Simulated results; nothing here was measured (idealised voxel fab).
Process module, titled voxel double patterning
The cross-section shown here is cut; it is 175 nm wide and divided into square cells measuring 5 nm on a side.
Throughout this document, each cross-section is represented as a grid of square cells and is presented as a sequence of bands enumerated from the top downward, where a band comprises one or more rows of cells. Quick guide to a band line: top height, bottom height (nm) up front; then every material left to right with its width in nm. Only one material and it's marked "throughout"? Then it fills the band edge to edge. And "blank" just means empty space. Heights from 0 (as-received wafer is one material below). Bottom band endless downward, as "0 nm and below". It should be noted that a width expressed as "30->40" varies in equal increments from row to row of cells within the band, taking the value of the first number at the top row and that of the second number at the bottom row. Step note "no change" = no cross-section cell changed. "Enclosed cavity list" contains a list of empty spaces, each no smaller than 8 cells and without an open way to the top, written in the form width x height at distance with the distance from the left edge and all three in nm. The remark found on a step's line after its settings is issued by the simulator itself and pertains to that step. overlay nm: right-of-plan distance of the mask on a masked step; negative values mean left-of-plan.
THE STEPS PLANNED FOR THE PROCESS ARE AS FOLLOWS
step 1: RECEIVE [material Si]
step 2: CONFORMAL_DEP [material SiN] [thk nm 10]
step 3: DIRECTIONAL_DEP [material SiO2] [thk nm 15]
step 4: DIRECTIONAL_DEP [material SiCN] [thk nm 10]
step 5: DIRECTIONAL_DEP [material aC] [thk nm 10]
step 6: PATTERN [tone open] [mask id FIRST] [material resist] [width nm 15] [pitch nm 50] [thk nm 30] [overlay nm 0]
step 7: DIRECTIONAL_ETCH [etch materials aC] [depth nm 10]
step 8: STRIP [etch materials resist]
step 9: DIRECTIONAL_ETCH [etch materials SiCN] [depth nm 10]
step 10: STRIP [etch materials aC]
step 11: MASKED_ETCH [tone open] [mask id SECOND] [width nm 15] [pitch nm 50] [etch materials SiCN] [depth nm 10] [overlay nm -15]
step 12: DIRECTIONAL_ETCH [etch materials SiO2] [depth nm 15]
step 13: STRIP [etch materials SiCN]
The wafers in this document start out alike and differ in the overlay nm applied at step 11; the plan shows the value used for the first wafer.
AS RECEIVED, I.E. AFTER STEP 1: CROSS-SECTION THROUGH THE FIRST OF SEVERAL WAFERS
0 nm and below | Si throughout
Enclosed cavity list: none
FIRST OF SEVERAL WAFERS IN CROSS-SECTION AT MODULE END, FOLLOWING THE FINAL STEP, STEP 13
25 nm to 10 nm | 30 nm SiO2; 25 nm blank; 25 nm SiO2; 25 nm blank; 25 nm SiO2; 15 nm blank; 30 nm SiO2
10 nm to 0 nm | SiN throughout
0 nm and below | Si throughout
Enclosed cavity list: none
CROSS-SECTION OF THE FINAL WAFER AMONG SEVERAL, TAKEN AT THE END OF THE MODULE
25 nm to 10 nm | 30 nm SiO2; 15 nm blank; 25 nm SiO2; 25 nm blank; 25 nm SiO2; 25 nm blank; 30 nm SiO2
10 nm to 0 nm | SiN throughout
0 nm and below | Si throughout
Enclosed cavity list: none
TAKE ANY ROW AND YOU HAVE A WAFER AT THE END OF THE MODULE: HOW MANY CELLS OF EACH MATERIAL IT HAS GAINED (+) OR LOST (-) SINCE IT WAS RECEIVED, AND THEN ITS CLOSED VOIDS
overlay nm -15 | +70 SiN | +66 SiO2 | Enclosed cavity list: none
overlay nm -10 | +70 SiN | +60 SiO2 | Enclosed cavity list: none
overlay nm -5 | +70 SiN | +60 SiO2 | Enclosed cavity list: none
overlay nm 0 | +70 SiN | +60 SiO2 | Enclosed cavity list: none
overlay nm 5 | +70 SiN | +60 SiO2 | Enclosed cavity list: none
overlay nm 10 | +70 SiN | +60 SiO2 | Enclosed cavity list: none
overlay nm 15 | +70 SiN | +66 SiO2 | Enclosed cavity list: none
